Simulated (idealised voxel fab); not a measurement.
Documented hereafter: the process module known as voxel ribs on slabs.
Each square cell in cross-section cut measures 5 nm, and the section as a whole is 250 nm wide.
Cross-section format: a grid of square cells, given as bands from top to bottom; each band is one or more rows of cells. It is stipulated that each band's entry specify, in nanometres, the height of the top of the band and then that of its bottom, followed by the materials of the band in left-to-right sequence, each together with its width in nanometres. A single material marked by the word "edge to edge" is understood to fill the band from edge to edge; the word "air" is understood to denote empty space. We count height from 0. Below that, the starting wafer is all one material. The lowest band never ends at the bottom but goes on down; see "0 nm and below" for how that is written. With a width like "30 to 40", each row of cells in the band differs from the next by the same amount, the top row carrying the first number and the bottom row the second. No cell of the cross-section changed in a step that is given as "no change occurred". Look at "Tabulated closed voids" for the closed voids: empty spaces with no open path to the top, sized 8 cells or up. Each is width x height at distance, distance from the left edge, all nm. Post-settings text on a step line: simulator's own remark regarding the step. overlay nm: for a step with a mask, the amount by which the mask lay right of where it was planned; a negative amount means left of it.
# Process steps - plan
step 1: RECEIVE (material Si)
step 2: DIRECTIONAL_DEP (material SiO2; thk nm 30)
step 3: DIRECTIONAL_DEP (material SiN; thk nm 15)
step 4: PATTERN (tone cover; mask id RIB; material resist; width nm 25; thk nm 15; overlay nm 0)
step 5: DIRECTIONAL_ETCH (etch materials SiN; depth nm 5)
step 6: STRIP (etch materials resist)
step 7: MASKED_ETCH (tone cover; mask id SLAB; width nm 55; etch materials SiN; depth nm 10; overlay nm 0)
step 8: FILL_DEP (material SiO2; thk nm 20)
step 9: CMP (height nm 60)
step 10: DIRECTIONAL_DEP (material W; thk nm 5)
step 11: MASKED_ETCH (tone cover; mask id HEATER; width nm 35; etch materials W; depth nm 5; overlay nm 0)
step 12: CONFORMAL_DEP (material SiN; thk nm 10)
# First of two wafers, with the run carried out as planned
# Step 1 complete: cross-section of the wafer as received
    0 nm and below  Si edge to edge
    Tabulated closed voids: none
# Wafer section view after processing step 2
    30 nm to 0 nm  SiO2 edge to edge
    Everything below 0 is unchanged.
# Wafer section view after processing step 3
    45 nm to 30 nm  SiN edge to edge
    Everything below 30 is unchanged.
# Wafer section view after processing step 4
    60 nm to 45 nm  air (110); resist (25); air (115)
    Everything below 45 is unchanged.
# Wafer section view after processing step 5
    60 nm to 45 nm  air (110); resist (25); air (115)
    45 nm to 40 nm  air (110); SiN (25); air (115)
    Everything below 40 is unchanged.
# Wafer section view after processing step 6
    45 nm to 40 nm  air (110); SiN (25); air (115)
    Everything below 40 is unchanged.
# Wafer section view after processing step 7
    45 nm to 40 nm  air (110); SiN (25); air (115)
    40 nm to 30 nm  air (95); SiN (55); air (100)
    Everything below 30 is unchanged.
# Wafer section view after processing step 8
    65 nm to 45 nm  SiO2 edge to edge
    45 nm to 40 nm  SiO2 (110); SiN (25); SiO2 (115)
    40 nm to 30 nm  SiO2 (95); SiN (55); SiO2 (100)
    Everything below 30 is unchanged.
# Wafer section view after processing step 9
    60 nm to 45 nm  SiO2 edge to edge
    Everything below 45 is unchanged.
# Wafer section view after processing step 10
    65 nm to 60 nm  W edge to edge
    Everything below 60 is unchanged.
# Wafer section view after processing step 11
    65 nm to 60 nm  air (105); W (35); air (110)
    Everything below 60 is unchanged.
# Wafer section view after processing step 12
    75 nm to 70 nm  air (95); SiN (55); air (100)
    70 nm to 65 nm  SiN edge to edge
    65 nm to 60 nm  SiN (105); W (35); SiN (110)
    Everything below 60 is unchanged.
# Second wafer, same starting state and plan as the first, one mistake in the run, identical through step 6
# Cross-section of the second wafer at the time step 7 of the plan should have ended
    40 nm to 35 nm  SiN (95); air (55); SiN (100)
    35 nm to 30 nm  SiN (95); air (15); SiN (25); air (15); SiN (100)
    Everything below 30 is unchanged.
# Cross-section of the second wafer at the time step 8 of the plan should have ended
    60 nm to 40 nm  SiO2 edge to edge
    40 nm to 35 nm  SiN (95); SiO2 (55); SiN (100)
    35 nm to 30 nm  SiN (95); SiO2 (15); SiN (25); SiO2 (15); SiN (100)
    Everything below 30 is unchanged.
Cross-section of the second wafer at the time step 9 of the plan should have ended: no change occurred
# Cross-section of the second wafer at the time step 10 of the plan should have ended
    65 nm to 60 nm  W edge to edge
    Everything below 60 is unchanged.
# Cross-section of the second wafer at the time step 11 of the plan should have ended
    65 nm to 60 nm  air (105); W (35); air (110)
    Everything below 60 is unchanged.
# Cross-section of the second wafer at the time step 12 of the plan should have ended
    75 nm to 70 nm  air (95); SiN (55); air (100)
    70 nm to 65 nm  SiN edge to edge
    65 nm to 60 nm  SiN (105); W (35); SiN (110)
    Everything below 60 is unchanged.
Nonconformance to the process plan: step 7, actual vs plan mismatch, actual run MASKED_ETCH (tone open; mask id SLAB; width nm 55; etch materials SiN; depth nm 10; overlay nm 0)
Final wafer comparison in cells, second versus first, more or fewer per material: SiN +56; SiO2 -56
